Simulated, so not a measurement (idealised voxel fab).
The process module presented herein is designated voxel released beams.
Shown is cross-section cut, with a width of 295 nm and square cells of size 5 nm.
Cross-section format: a grid of square cells, given as bands from top to bottom; each band is one or more rows of cells. Within each band entry, the heights of the top and of the bottom of the band appear first, in that order and in nm; the materials of the band then follow from left to right, each with its corresponding width in nm. The designation "all across" on a single material indicates that it fills the band from edge to edge; the designation "air" indicates empty space. It should be noted that heights are counted from 0, beneath which the wafer as supplied is of one material throughout, and that the lowest band possesses no lower boundary but continues downward, as written in "from 0 down". Note: "30->40" means the width goes from the first number (top row of the band) to the second number (bottom row) in equal steps per row of cells. It should be understood that the words "nothing altered", when stated for a given step, signify that the cross-section underwent no change in any of its cells during that step. Heads up: "Voids, enclosed" only lists the empty pockets with no open path to the top that are 8 cells or more, and it writes them as width x height at distance, distance from the left edge, in nm. Post-settings text on a step line: simulator's own remark regarding the step. The line of a step may include "overlay nm". On a step with a mask, this value is how far to the right of its planned place the mask lay. A negative value means the mask lay to the left.
Intended process steps:
- 1: op RECEIVE | material Si
- 2: op CONFORMAL_DEP | material Al2O3 | thk nm 10
- 3: op DIRECTIONAL_DEP | material SiO2 | thk nm 20
- 4: op MASKED_ETCH | tone open | mask id ANCHOR | width nm 35 | etch materials SiO2 | depth nm 20 | overlay nm 0
- 5: op CONFORMAL_DEP | material W | thk nm 10
- 6: op DIRECTIONAL_DEP | material aC | thk nm 15
- 7: op PATTERN | tone cover | mask id BEAM | material resist | width nm 115 | thk nm 35 | overlay nm 0
- 8: op DIRECTIONAL_ETCH | etch materials aC | depth nm 15
- 9: op STRIP | etch materials resist
- 10: op DIRECTIONAL_ETCH | etch materials W | depth nm 10
- 11: op STRIP | etch materials aC
- 12: op STRIP | etch materials SiO2
First of two wafers - as planned:
Wafer cross-section on receipt, i.e. after step 1:
* from 0 down: Si all across
* Voids, enclosed: none
The wafer in cross-section once step 2 is complete:
* from 10 to 0: Al2O3 all across
* Everything below 0 is unchanged.
The wafer in cross-section once step 3 is complete:
* from 30 to 10: SiO2 all across
* Everything below 10 is unchanged.
The wafer in cross-section once step 4 is complete:
* from 30 to 10: SiO2: 90; air: 35; SiO2: 170
* Everything below 10 is unchanged.
The wafer in cross-section once step 5 is complete:
* from 40 to 30: W: 100; air: 15; W: 180
* from 30 to 20: SiO2: 90; W: 10; air: 15; W: 10; SiO2: 170
* from 20 to 10: SiO2: 90; W: 35; SiO2: 170
* Everything below 10 is unchanged.
The wafer in cross-section once step 6 is complete:
* from 55 to 40: aC: 100; air: 15; aC: 180
* from 40 to 35: W: 100; air: 15; W: 180
* from 35 to 30: W: 100; aC: 15; W: 180
* from 30 to 20: SiO2: 90; W: 10; aC: 15; W: 10; SiO2: 170
* Everything below 20 is unchanged.
The wafer in cross-section once step 7 is complete:
* from 90 to 55: air: 85; resist: 115; air: 95
* from 55 to 40: aC: 100; resist: 15; aC: 180
* from 40 to 35: W: 100; resist: 15; W: 180
* Everything below 35 is unchanged.
The wafer in cross-section once step 8 is complete:
* from 75 to 55: air: 85; resist: 115; air: 95
* from 55 to 40: air: 85; aC: 15; resist: 15; aC: 85; air: 95
* Everything below 40 is unchanged.
The wafer in cross-section once step 9 is complete:
* from 55 to 40: air: 85; aC: 15; air: 15; aC: 85; air: 95
* from 40 to 35: W: 100; air: 15; W: 180
* Everything below 35 is unchanged.
The wafer in cross-section once step 10 is complete:
* from 55 to 40: air: 85; aC: 15; air: 15; aC: 85; air: 95
* from 40 to 35: air: 85; W: 15; air: 15; W: 85; air: 95
* from 35 to 30: air: 85; W: 15; aC: 15; W: 85; air: 95
* Everything below 30 is unchanged.
The wafer in cross-section once step 11 is complete:
* from 40 to 30: air: 85; W: 15; air: 15; W: 85; air: 95
* from 30 to 20: SiO2: 90; W: 10; air: 15; W: 10; SiO2: 170
* Everything below 20 is unchanged.
The wafer in cross-section once step 12 is complete:
* from 40 to 30: air: 85; W: 15; air: 15; W: 85; air: 95
* from 30 to 20: air: 90; W: 10; air: 15; W: 10; air: 170
* from 20 to 10: air: 90; W: 35; air: 170
* Everything below 10 is unchanged.
Wafer two. Same start, same plan, one slip in execution. Same as wafer one through step 4, inclusive:
At the planned end of step 5, the second wafer in cross-section:
* from 35 to 30: W: 95; air: 25; W: 175
* from 30 to 15: SiO2: 90; W: 5; air: 25; W: 5; SiO2: 170
* from 15 to 10: SiO2: 90; W: 35; SiO2: 170
* Everything below 10 is unchanged.
At the planned end of step 6, the second wafer in cross-section:
* from 50 to 35: aC: 95; air: 25; aC: 175
* from 35 to 30: W: 95; air: 25; W: 175
* from 30 to 15: SiO2: 90; W: 5; aC: 25; W: 5; SiO2: 170
* Everything below 15 is unchanged.
At the planned end of step 7, the second wafer in cross-section:
* from 85 to 50: air: 85; resist: 115; air: 95
* from 50 to 35: aC: 95; resist: 25; aC: 175
* from 35 to 30: W: 95; resist: 25; W: 175
* Everything below 30 is unchanged.
At the planned end of step 8, the second wafer in cross-section:
* from 70 to 50: air: 85; resist: 115; air: 95
* from 50 to 35: air: 85; aC: 10; resist: 25; aC: 80; air: 95
* Everything below 35 is unchanged.
At the planned end of step 9, the second wafer in cross-section:
* from 50 to 35: air: 85; aC: 10; air: 25; aC: 80; air: 95
* from 35 to 30: W: 95; air: 25; W: 175
* Everything below 30 is unchanged.
At the planned end of step 10, the second wafer in cross-section:
* from 50 to 35: air: 85; aC: 10; air: 25; aC: 80; air: 95
* from 35 to 30: air: 85; W: 10; air: 25; W: 80; air: 95
* Everything below 30 is unchanged.
At the planned end of step 11, the second wafer in cross-section:
* from 35 to 30: air: 85; W: 10; air: 25; W: 80; air: 95
* from 30 to 15: SiO2: 90; W: 5; air: 25; W: 5; SiO2: 170
* Everything below 15 is unchanged.
At the planned end of step 12, the second wafer in cross-section:
* from 35 to 30: air: 85; W: 10; air: 25; W: 80; air: 95
* from 30 to 15: air: 90; W: 5; air: 25; W: 5; air: 170
* from 15 to 10: air: 90; W: 35; air: 170
* Everything below 10 is unchanged.
Want to know what went wrong? off-plan run, step 5, actual operation and settings op CONFORMAL_DEP | material W | thk nm 5
Upon completion, the second wafer contains, in terms of cells, a greater or smaller amount of certain materials than the first wafer: -31 W
